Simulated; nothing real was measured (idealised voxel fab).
Proc. module: voxel self aligned vias
FYI the section here is cut, 245 nm wide, cells are 5 nm squares.
Cross-sections here: square-cell grids, written as top-down lists of bands, a band being one or more rows of cells. It is stipulated that each band's entry specify, in nanometres, the height of the top of the band and then that of its bottom, followed by the materials of the band in left-to-right sequence, each together with its width in nanometres. A single material marked by the word "throughout" is understood to fill the band from edge to edge; the word "empty" is understood to denote empty space. Measure heights from 0. That's the level where, below it, the as-received wafer is all one material. The lowest band is bottomless and extends downward; write it as in "z 0 and below". Think of "30->40" as a width that walks from the first number to the second as you go down the band, top row to bottom row, taking equal-sized steps from row to row. Take "nothing altered" at face value: in the step it is given for, the cross-section changed in none of its cells. Closed empty spaces (no open way to the top) of 8 cells or more are what "Encapsulated voids" lists, each as width x height at distance from the left edge, nm for all three. Heads up: the bit after the settings on a step's line is the simulator's remark on that step. A step's line can hold "overlay nm"; with a mask on that step, the setting says how far right of the planned place the mask lay, while a negative setting says it lay to the left.

Process steps (planned)
1) RECEIVE,material Si
2) CONFORMAL_DEP,material SiO2,thk nm 10
3) CONFORMAL_DEP,material SiCN,thk nm 5
4) DIRECTIONAL_DEP,material SiO2,thk nm 20
5) DIRECTIONAL_DEP,material aC,thk nm 10
6) PATTERN,tone open,mask id LINES,material resist,width nm 30,pitch nm 60,thk nm 30,overlay nm 0
7) DIRECTIONAL_ETCH,etch materials aC,depth nm 10
8) STRIP,etch materials resist
9) DIRECTIONAL_ETCH,etch materials SiO2,depth nm 20
10) STRIP,etch materials aC
11) CONFORMAL_DEP,material TiN,thk nm 5
12) FILL_DEP,material W,thk nm 10
13) CMP,height nm 35
14) SELECTIVE_ETCH,etch materials W Ru TiN,depth nm 10
15) FILL_DEP,material SiN,thk nm 10
16) CMP,height nm 35
17) DIRECTIONAL_DEP,material SiO2,thk nm 15
18) MASKED_ETCH,tone open,mask id VIAS,width nm 40,etch materials SiO2,depth nm 15,overlay nm 0
19) MASKED_ETCH,tone open,mask id VIAS,width nm 40,etch materials SiN,depth nm 10,overlay nm 0
20) CONFORMAL_DEP,material TiN,thk nm 5
21) FILL_DEP,material W,thk nm 5
22) CMP,height nm 50
23) CONFORMAL_DEP,material SiN,thk nm 5

The first of the two wafers, which ran as planned

Wafer at receipt (post step 1), cross-section
  z 0 and below | Si throughout
  Encapsulated voids: none

You're looking at a cross-section of the wafer after step 2
  z 10 to 0 | SiO2 throughout
  No changes below 0.

You're looking at a cross-section of the wafer after step 3
  z 15 to 10 | SiCN throughout
  No changes below 10.

You're looking at a cross-section of the wafer after step 4
  z 35 to 15 | SiO2 throughout
  No changes below 15.

You're looking at a cross-section of the wafer after step 5
  z 45 to 35 | aC throughout
  No changes below 35.

You're looking at a cross-section of the wafer after step 6
  z 75 to 45 | resist 75 nm; empty 30 nm; resist 30 nm; empty 30 nm; resist 80 nm
  No changes below 45.

You're looking at a cross-section of the wafer after step 7
  z 65 to 45 | resist 75 nm; empty 30 nm; resist 30 nm; empty 30 nm; resist 80 nm
  z 45 to 35 | aC 75 nm; empty 30 nm; aC 30 nm; empty 30 nm; aC 80 nm
  No changes below 35.

You're looking at a cross-section of the wafer after step 8
  z 45 to 35 | aC 75 nm; empty 30 nm; aC 30 nm; empty 30 nm; aC 80 nm
  No changes below 35.

You're looking at a cross-section of the wafer after step 9
  z 45 to 35 | aC 75 nm; empty 30 nm; aC 30 nm; empty 30 nm; aC 80 nm
  z 35 to 15 | SiO2 75 nm; empty 30 nm; SiO2 30 nm; empty 30 nm; SiO2 80 nm
  No changes below 15.

You're looking at a cross-section of the wafer after step 10
  z 35 to 15 | SiO2 75 nm; empty 30 nm; SiO2 30 nm; empty 30 nm; SiO2 80 nm
  No changes below 15.

You're looking at a cross-section of the wafer after step 11
  z 40 to 35 | TiN 80 nm; empty 20 nm; TiN 40 nm; empty 20 nm; TiN 85 nm
  z 35 to 20 | SiO2 75 nm; TiN 5 nm; empty 20 nm; TiN 5 nm; SiO2 30 nm; TiN 5 nm; empty 20 nm; TiN 5 nm; SiO2 80 nm
  z 20 to 15 | SiO2 75 nm; TiN 30 nm; SiO2 30 nm; TiN 30 nm; SiO2 80 nm
  No changes below 15.

You're looking at a cross-section of the wafer after step 12
  z 50 to 40 | W throughout
  z 40 to 35 | TiN 80 nm; W 20 nm; TiN 40 nm; W 20 nm; TiN 85 nm
  z 35 to 20 | SiO2 75 nm; TiN 5 nm; W 20 nm; TiN 5 nm; SiO2 30 nm; TiN 5 nm; W 20 nm; TiN 5 nm; SiO2 80 nm
  No changes below 20.

You're looking at a cross-section of the wafer after step 13
  z 35 to 20 | SiO2 75 nm; TiN 5 nm; W 20 nm; TiN 5 nm; SiO2 30 nm; TiN 5 nm; W 20 nm; TiN 5 nm; SiO2 80 nm
  No changes below 20.

You're looking at a cross-section of the wafer after step 14
  z 35 to 25 | SiO2 75 nm; empty 30 nm; SiO2 30 nm; empty 30 nm; SiO2 80 nm
  No changes below 25.

You're looking at a cross-section of the wafer after step 15
  z 45 to 35 | SiN throughout
  z 35 to 25 | SiO2 75 nm; SiN 30 nm; SiO2 30 nm; SiN 30 nm; SiO2 80 nm
  No changes below 25.

You're looking at a cross-section of the wafer after step 16
  z 35 to 25 | SiO2 75 nm; SiN 30 nm; SiO2 30 nm; SiN 30 nm; SiO2 80 nm
  No changes below 25.

You're looking at a cross-section of the wafer after step 17
  z 50 to 35 | SiO2 throughout
  No changes below 35.

You're looking at a cross-section of the wafer after step 18
  z 50 to 35 | SiO2 70 nm; empty 40 nm; SiO2 135 nm
  No changes below 35.

You're looking at a cross-section of the wafer after step 19
  z 50 to 35 | SiO2 70 nm; empty 40 nm; SiO2 135 nm
  z 35 to 25 | SiO2 75 nm; empty 30 nm; SiO2 30 nm; SiN 30 nm; SiO2 80 nm
  No changes below 25.

You're looking at a cross-section of the wafer after step 20
  z 55 to 50 | TiN 75 nm; empty 30 nm; TiN 140 nm
  z 50 to 40 | SiO2 70 nm; TiN 5 nm; empty 30 nm; TiN 5 nm; SiO2 135 nm
  z 40 to 35 | SiO2 70 nm; TiN 10 nm; empty 20 nm; TiN 10 nm; SiO2 135 nm
  z 35 to 30 | SiO2 75 nm; TiN 5 nm; empty 20 nm; TiN 5 nm; SiO2 30 nm; SiN 30 nm; SiO2 80 nm
  z 30 to 25 | SiO2 75 nm; TiN 30 nm; SiO2 30 nm; SiN 30 nm; SiO2 80 nm
  No changes below 25.

You're looking at a cross-section of the wafer after step 21
  z 60 to 55 | W throughout
  z 55 to 50 | TiN 75 nm; W 30 nm; TiN 140 nm
  z 50 to 40 | SiO2 70 nm; TiN 5 nm; W 30 nm; TiN 5 nm; SiO2 135 nm
  z 40 to 35 | SiO2 70 nm; TiN 10 nm; W 20 nm; TiN 10 nm; SiO2 135 nm
  z 35 to 30 | SiO2 75 nm; TiN 5 nm; W 20 nm; TiN 5 nm; SiO2 30 nm; SiN 30 nm; SiO2 80 nm
  No changes below 30.

You're looking at a cross-section of the wafer after step 22
  z 50 to 40 | SiO2 70 nm; TiN 5 nm; W 30 nm; TiN 5 nm; SiO2 135 nm
  No changes below 40.

You're looking at a cross-section of the wafer after step 23
  z 55 to 50 | SiN throughout
  No changes below 50.

The second wafer began exactly as the first did and followed the same plan, but one mistake was made while running it; through step 17 inclusive, the two wafers are identical

Look at the second wafer in cross-section at the time step 18 ought to have finished
  z 50 to 35 | SiO2 70 nm; empty 45 nm; SiO2 130 nm
  No changes below 35.

Look at the second wafer in cross-section at the time step 19 ought to have finished
  z 50 to 35 | SiO2 70 nm; empty 45 nm; SiO2 130 nm
  z 35 to 25 | SiO2 75 nm; empty 30 nm; SiO2 30 nm; SiN 30 nm; SiO2 80 nm
  No changes below 25.

Look at the second wafer in cross-section at the time step 20 ought to have finished
  z 55 to 50 | TiN 75 nm; empty 35 nm; TiN 135 nm
  z 50 to 40 | SiO2 70 nm; TiN 5 nm; empty 35 nm; TiN 5 nm; SiO2 130 nm
  z 40 to 35 | SiO2 70 nm; TiN 10 nm; empty 20 nm; TiN 15 nm; SiO2 130 nm
  z 35 to 30 | SiO2 75 nm; TiN 5 nm; empty 20 nm; TiN 5 nm; SiO2 30 nm; SiN 30 nm; SiO2 80 nm
  z 30 to 25 | SiO2 75 nm; TiN 30 nm; SiO2 30 nm; SiN 30 nm; SiO2 80 nm
  No changes below 25.

Look at the second wafer in cross-section at the time step 21 ought to have finished
  z 60 to 55 | W throughout
  z 55 to 50 | TiN 75 nm; W 35 nm; TiN 135 nm
  z 50 to 40 | SiO2 70 nm; TiN 5 nm; W 35 nm; TiN 5 nm; SiO2 130 nm
  z 40 to 35 | SiO2 70 nm; TiN 10 nm; W 20 nm; TiN 15 nm; SiO2 130 nm
  z 35 to 30 | SiO2 75 nm; TiN 5 nm; W 20 nm; TiN 5 nm; SiO2 30 nm; SiN 30 nm; SiO2 80 nm
  No changes below 30.

Look at the second wafer in cross-section at the time step 22 ought to have finished
  z 50 to 40 | SiO2 70 nm; TiN 5 nm; W 35 nm; TiN 5 nm; SiO2 130 nm
  No changes below 40.

Look at the second wafer in cross-section at the time step 23 ought to have finished
  z 55 to 50 | SiN throughout
  No changes below 50.
Plan not followed: step 18 was processed under conditions differing from the plan, specifically as MASKED_ETCH,tone open,mask id VIAS,width nm 45,etch materials SiO2,depth nm 15,overlay nm 0
End check, counted in cells, second wafer has more or fewer of these materials than the first: SiO2: 3 fewer | TiN: 1 more | W: 2 more
